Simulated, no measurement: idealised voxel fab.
process module | voxel self aligned vias
cross-section cut | 210 nm wide | cells 5 nm
A cross-section is a grid of square cells, given in bands from the top down. A band is one or more rows of cells.
Each band's line starts with the height of the band's top and of its bottom, in nm. Then come its materials from left to right, each with its width in nm. One material with "throughout" fills the band from edge to edge. "air" is empty space.
Height 0 is the level under which the wafer as received is all one material. The lowest band goes on downwards, as in "0 down".
A width such as "30 to 40" changes by the same amount from each row of cells to the next, from the band's top row to its bottom row.
"no change" after a step means that no cell of the cross-section changed.
closed voids: empty space of 8 cells or more with no open way to the top, each as width x height at its distance from the left edge, in nm
after a step's settings: what the simulator itself notes on the step
overlay nm, on a step with a mask: how far to the right of its planned place the mask lay; to the left if negative
plan
1 op RECEIVE | material Si
2 op CONFORMAL_DEP | material SiO2 | thk nm 15
3 op CONFORMAL_DEP | material SiCN | thk nm 5
4 op DIRECTIONAL_DEP | material lowk | thk nm 20
5 op DIRECTIONAL_DEP | material aC | thk nm 10
6 op PATTERN | tone open | mask id LINES | material resist | width nm 25 | pitch nm 65 | thk nm 25 | overlay nm 0
7 op DIRECTIONAL_ETCH | etch materials aC | depth nm 10
8 op STRIP | etch materials resist
9 op DIRECTIONAL_ETCH | etch materials lowk | depth nm 20
10 op STRIP | etch materials aC
11 op CONFORMAL_DEP | material TiN | thk nm 5
12 op FILL_DEP | material Ru | thk nm 10
13 op CMP | height nm 40
14 op SELECTIVE_ETCH | etch materials W Ru TiN | depth nm 10
15 op FILL_DEP | material SiN | thk nm 10
16 op CMP | height nm 40
17 op DIRECTIONAL_DEP | material lowk | thk nm 15
18 op PATTERN | tone open | mask id VIAS | material resist | width nm 35 | pitch nm 65 | thk nm 15 | overlay nm 0
19 op DIRECTIONAL_ETCH | etch materials lowk | depth nm 15
20 op DIRECTIONAL_ETCH | etch materials SiN | depth nm 10
21 op STRIP | etch materials resist
22 op CONFORMAL_DEP | material TiN | thk nm 5
23 op FILL_DEP | material W | thk nm 5
24 op CMP | height nm 55
25 op CONFORMAL_DEP | material SiN | thk nm 5
varied across the wafers: width nm of step 18. The plan shows the first wafer's value. All wafers start alike
first wafer as received, after step 1
  0 down: Si throughout
  closed voids: none
each wafer at the end: cells of each material gained (+) or lost (-) since it was received, then its closed voids
width nm 35 | +9 Ru | +42 SiCN | +42 SiN | +126 SiO2 | +66 TiN | +48 W | +171 lowk | closed voids: none
width nm 40 | +9 Ru | +42 SiCN | +42 SiN | +126 SiO2 | +69 TiN | +54 W | +162 lowk | closed voids: none
width nm 45 | +9 Ru | +42 SiCN | +42 SiN | +126 SiO2 | +72 TiN | +60 W | +153 lowk | closed voids: none
width nm 50 | +9 Ru | +42 SiCN | +42 SiN | +126 SiO2 | +75 TiN | +66 W | +144 lowk | closed voids: none
